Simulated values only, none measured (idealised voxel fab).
The process module that follows is named voxel self aligned contacts.
This is section cut - it's 225 nm across, gridded in 5 nm square cells.
Notation: cross-section as square-cell grid; stated in bands, top first, going down; one or more cell rows per band. Top height, bottom height, nm. Materials left to right, width each, nm. Single material + "all across" = fills band edge to edge. "empty" = empty. Heights are measured from 0, the level below which the as-received wafer is all one material; the lowest band has no bottom and continues downward, written as in "0 -> down". The width entry "30..40" should be interpreted row by row: the top row of cells in the band takes the first number, the bottom row takes the second number, and the change between adjacent rows is uniform throughout. Where the words "remains unaltered" appear for a step, the cross-section shows no cell changed by that step; every cell remained as before. The label "Closed void register" introduces a list of the empty spaces, 8 cells or larger, that have no open way up to the top; each entry in it reads width x height at distance, where the distance is taken from the left edge and all three are stated in nm. If you see something after the settings on a step's line, that's the simulator's own remark about that step. On any step carrying a mask, the "overlay nm" setting, if present on the step's line, tells how far right of its planned place the mask lay; negative values point to the left.

## This section lists the process steps that were planned
step 1: RECEIVE, material Si
step 2: OXIDIZE, depth nm 5
step 3: DIRECTIONAL_DEP, material polySi, thk nm 30
step 4: DIRECTIONAL_DEP, material SiN, thk nm 20
step 5: PATTERN, tone cover, mask id GATE, material resist, width nm 35, pitch nm 70, thk nm 20, overlay nm 0
step 6: DIRECTIONAL_ETCH, etch materials SiN, depth nm 20
step 7: DIRECTIONAL_ETCH, etch materials polySi, depth nm 30
step 8: STRIP, etch materials resist
step 9: CONFORMAL_DEP, material SiN, thk nm 5
step 10: DIRECTIONAL_ETCH, etch materials SiN, depth nm 5
step 11: FILL_DEP, material SiO2, thk nm 20
step 12: CMP, height nm 60
step 13: DIRECTIONAL_DEP, material aC, thk nm 10
step 14: PATTERN, tone open, mask id CONTACT, material resist, width nm 55, pitch nm 70, thk nm 25, overlay nm 0
step 15: DIRECTIONAL_ETCH, etch materials aC, depth nm 10
step 16: STRIP, etch materials resist
step 17: DIRECTIONAL_ETCH, etch materials SiO2, depth nm 65
step 18: STRIP, etch materials aC
step 19: CONFORMAL_DEP, material TiN, thk nm 5
step 20: FILL_DEP, material W, thk nm 5
step 21: CMP, height nm 60
step 22: CONFORMAL_DEP, material SiN, thk nm 5

## This is the cross-section of the wafer as we received it, i.e. after step 1
- 0 -> down = Si all across
- Closed void register: none

## Result of the module, cross-sectioned: start per above, plan per above, one error in how it was run
- 65 -> 60 = SiN all across
- 60 -> 35 = SiO2 20 nm, SiN 5 nm, polySi 35 nm, SiN 5 nm, TiN 5 nm, W 15 nm, TiN 5 nm, SiN 5 nm, polySi 35 nm, SiN 5 nm, TiN 5 nm, W 15 nm, TiN 5 nm, SiN 5 nm, polySi 35 nm, SiN 5 nm, SiO2 20 nm
- 35 -> 30 = SiO2 20 nm, SiN 5 nm, polySi 35 nm, SiN 5 nm, TiN 25 nm, SiN 5 nm, polySi 35 nm, SiN 5 nm, TiN 25 nm, SiN 5 nm, polySi 35 nm, SiN 5 nm, SiO2 20 nm
- 30 -> 0 = polySi all across
- 0 -> -5 = SiO2 all across
- -5 -> down = Si all across
- Closed void register: none
Nonconformance to the process plan: plan step 3 was twice executed
